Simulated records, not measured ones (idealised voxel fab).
Title: Process Module voxel capacitor over wiring
Cross-section cut spans 245 nm and uses square cells 5 nm in size.
Think of the cross-section as a grid of square cells. We describe it in bands, top to bottom, and each band covers one or more rows of those cells. For a band, the entry starts with two heights in nm, that of the top and then that of the bottom, and carries on with the band's materials in order from left to right, each alongside its width in nm; the word "all across" beside a single material means it fills the band edge to edge, and "blank" means empty space. Height datum 0, below which the as-received substrate wafer is one material. Lowest band open at the bottom, running downward: "0 -> down". The notation "30 to 40" denotes a width that varies across the rows of cells in the band, beginning at the first number in the top row, finishing at the second number in the bottom row, and changing by an identical amount from each row to the next. For the purposes of this document, the phrase "same as before" attached to a step denotes that no cell within the cross-section was modified by that step. Closed-off voids of 8+ cells (no open route to the top) go in "Unvented internal voids", written width x height at distance from the left edge, in nm. Note: text after step settings on the step line = simulator remark on that step. overlay nm: where the mask lay relative to plan, measured to the right, on steps with a mask; negatives go left.
LISTED BELOW ARE THE PROCESS STEPS AS PLANNED
1 RECEIVE with material Si
2 CONFORMAL_DEP with material SiO2, thk nm 15
3 CONFORMAL_DEP with material SiN, thk nm 5
4 DIRECTIONAL_DEP with material lowk, thk nm 25
5 PATTERN with tone open, mask id METAL_1, material resist, width nm 20, pitch nm 75, thk nm 20, overlay nm 0
6 DIRECTIONAL_ETCH with etch materials lowk, depth nm 25
7 DIRECTIONAL_ETCH with etch materials SiN, depth nm 5
8 STRIP with etch materials resist
9 CONFORMAL_DEP with material TiN, thk nm 5
10 FILL_DEP with material Cu, thk nm 5
11 CMP with height nm 45
12 CONFORMAL_DEP with material SiCN, thk nm 5
13 DIRECTIONAL_DEP with material lowk, thk nm 10
14 PATTERN with tone open, mask id PLUG_1, material resist, width nm 15, thk nm 20, overlay nm 0
15 DIRECTIONAL_ETCH with etch materials lowk, depth nm 10
16 DIRECTIONAL_ETCH with etch materials SiCN, depth nm 5
17 STRIP with etch materials resist
18 CONFORMAL_DEP with material TiN, thk nm 5
19 FILL_DEP with material Cu, thk nm 5
20 CMP with height nm 60
21 DIRECTIONAL_DEP with material TiN, thk nm 10
22 DIRECTIONAL_DEP with material HfO2, thk nm 5
23 DIRECTIONAL_DEP with material TiN, thk nm 10
24 MASKED_ETCH with tone cover, mask id UPPER_PLATE, width nm 60, etch materials TiN, depth nm 10, overlay nm 0
25 MASKED_ETCH with tone cover, mask id UPPER_PLATE, width nm 60, etch materials HfO2, depth nm 5, overlay nm 0
26 MASKED_ETCH with tone cover, mask id LOWER_PLATE, width nm 70, etch materials TiN, depth nm 10, overlay nm 0
27 FILL_DEP with material SiO2, thk nm 15
28 CMP with height nm 95
29 MASKED_ETCH with tone open, mask id PLUG_2, width nm 15, etch materials SiO2, depth nm 10, overlay nm 0
30 CONFORMAL_DEP with material TiN, thk nm 5
31 FILL_DEP with material Cu, thk nm 10
32 CMP with height nm 95
33 CONFORMAL_DEP with material SiCN, thk nm 5
Where the wafers of this document differ is in the width nm of step 29; they start out the same, and the plan states the value that applied to the first wafer.
FIRST OF SEVERAL WAFERS, RECEIVED AFTER STEP 1, IN CROSS-SECTION
  0 -> down  Si all across
  Unvented internal voids: none
SHOWN IN CROSS-SECTION: THE FIRST OF SEVERAL WAFERS AT THE END OF THE MODULE, AFTER ITS LAST STEP, STEP 33
  100 -> 95  SiCN all across
  95 -> 90  90 of SiO2 / 5 of TiN / 5 of Cu / 5 of TiN / 140 of SiO2
  90 -> 85  90 of SiO2 / 15 of TiN / 140 of SiO2
  85 -> 75  80 of SiO2 / 60 of TiN / 105 of SiO2
  75 -> 70  80 of SiO2 / 60 of HfO2 / 105 of SiO2
  70 -> 60  75 of SiO2 / 70 of TiN / 100 of SiO2
  60 -> 50  80 of lowk / 5 of TiN / 5 of Cu / 5 of TiN / 150 of lowk
  50 -> 45  80 of SiCN / 15 of TiN / 150 of SiCN
  45 -> 20  75 of lowk / 5 of TiN / 10 of Cu / 5 of TiN / 55 of lowk / 5 of TiN / 10 of Cu / 5 of TiN / 75 of lowk
  20 -> 15  75 of SiN / 20 of TiN / 55 of SiN / 20 of TiN / 75 of SiN
  15 -> 0  SiO2 all across
  0 -> down  Si all across
  Unvented internal voids: none
CROSS-SECTIONAL VIEW OF THE FINAL WAFER OF SEVERAL AT THE MODULE'S END
  100 -> 95  SiCN all across
  95 -> 90  85 of SiO2 / 5 of TiN / 20 of Cu / 5 of TiN / 130 of SiO2
  90 -> 85  85 of SiO2 / 30 of TiN / 130 of SiO2
  85 -> 75  80 of SiO2 / 60 of TiN / 105 of SiO2
  75 -> 70  80 of SiO2 / 60 of HfO2 / 105 of SiO2
  70 -> 60  75 of SiO2 / 70 of TiN / 100 of SiO2
  60 -> 50  80 of lowk / 5 of TiN / 5 of Cu / 5 of TiN / 150 of lowk
  50 -> 45  80 of SiCN / 15 of TiN / 150 of SiCN
  45 -> 20  75 of lowk / 5 of TiN / 10 of Cu / 5 of TiN / 55 of lowk / 5 of TiN / 10 of Cu / 5 of TiN / 75 of lowk
  20 -> 15  75 of SiN / 20 of TiN / 55 of SiN / 20 of TiN / 75 of SiN
  15 -> 0  SiO2 all across
  0 -> down  Si all across
  Unvented internal voids: none
TABULATED BELOW, WAFER BY WAFER, ARE THE END-OF-MODULE RESULTS: FOR EACH MATERIAL, THE NUMBER OF CELLS GAINED (+) OR LOST (-) RELATIVE TO THE AS-RECEIVED STATE, FOLLOWED BY THE CLOSED VOIDS
width nm 15, +23 Cu, +12 HfO2, +95 SiCN, +41 SiN, +420 SiO2, +92 TiN, +297 lowk, Unvented internal voids: none
width nm 20, +24 Cu, +12 HfO2, +95 SiCN, +41 SiN, +418 SiO2, +93 TiN, +297 lowk, Unvented internal voids: none
width nm 25, +25 Cu, +12 HfO2, +95 SiCN, +41 SiN, +416 SiO2, +94 TiN, +297 lowk, Unvented internal voids: none
width nm 30, +26 Cu, +12 HfO2, +95 SiCN, +41 SiN, +414 SiO2, +95 TiN, +297 lowk, Unvented internal voids: none
